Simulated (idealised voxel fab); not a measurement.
process module | voxel ribs on slabs
cross-section cut | 155 nm wide | cells 5 nm
A cross-section is a grid of square cells, given in bands from the top down. A band is one or more rows of cells.
Each band's line starts with the height of the band's top and of its bottom, in nm. Then come its materials from left to right, each with its width in nm. One material with "throughout" fills the band from edge to edge. "air" is empty space.
Height 0 is the level under which the wafer as received is all one material. The lowest band goes on downwards, as in "0 down".
A width such as "30 to 40" changes by the same amount from each row of cells to the next, from the band's top row to its bottom row.
"no change" after a step means that no cell of the cross-section changed.
closed voids: empty space of 8 cells or more with no open way to the top, each as width x height at its distance from the left edge, in nm
after a step's settings: what the simulator itself notes on the step
overlay nm, on a step with a mask: how far to the right of its planned place the mask lay; to the left if negative
plan
1 op RECEIVE | material Si
2 op DIRECTIONAL_DEP | material SiO2 | thk nm 15
3 op DIRECTIONAL_DEP | material SiN | thk nm 15
4 op DIRECTIONAL_DEP | material aC | thk nm 15
5 op PATTERN | tone cover | mask id RIB | material resist | width nm 30 | thk nm 35 | overlay nm 0
6 op DIRECTIONAL_ETCH | etch materials aC | depth nm 15
7 op STRIP | etch materials resist
8 op DIRECTIONAL_ETCH | etch materials SiN | depth nm 10
9 op STRIP | etch materials aC
10 op MASKED_ETCH | tone cover | mask id SLAB | width nm 90 | etch materials SiN | depth nm 5 | overlay nm 0
11 op FILL_DEP | material SiO2 | thk nm 15
12 op CMP | height nm 45
13 op DIRECTIONAL_DEP | material W | thk nm 5
14 op MASKED_ETCH | tone cover | mask id HEATER | width nm 40 | etch materials W | depth nm 5 | overlay nm 0
15 op CONFORMAL_DEP | material SiN | thk nm 10
varied across the wafers: thk nm of step 2. The plan shows the first wafer's value. All wafers start alike
first wafer as received, after step 1
  0 down: Si throughout
  closed voids: none
first wafer at the end, after step 15
  60 to 55: air 45 | SiN 60 | air 50
  55 to 50: SiN throughout
  50 to 45: SiN 55 | W 40 | SiN 60
  45 to 30: SiO2 throughout
  30 to 20: SiO2 60 | SiN 30 | SiO2 65
  20 to 15: SiO2 30 | SiN 90 | SiO2 35
  15 to 0: SiO2 throughout
  0 down: Si throughout
  closed voids: none
last wafer at the end
  60 to 55: air 45 | SiN 60 | air 50
  55 to 50: SiN throughout
  50 to 45: SiN 55 | W 40 | SiN 60
  45 to 35: SiO2 60 to 30 | SiN 30 to 90 | SiO2 65 to 35
  35 to 0: SiO2 throughout
  0 down: Si throughout
  closed voids: none
each wafer at the end: cells of each material gained (+) or lost (-) since it was received, then its closed voids
thk nm 15 | +96 SiN | +249 SiO2 | +8 W | closed voids: none
thk nm 20 | +96 SiN | +249 SiO2 | +8 W | closed voids: none
thk nm 25 | +96 SiN | +249 SiO2 | +8 W | closed voids: none
thk nm 30 | +96 SiN | +249 SiO2 | +8 W | closed voids: none
thk nm 35 | +90 SiN | +255 SiO2 | +8 W | closed voids: none
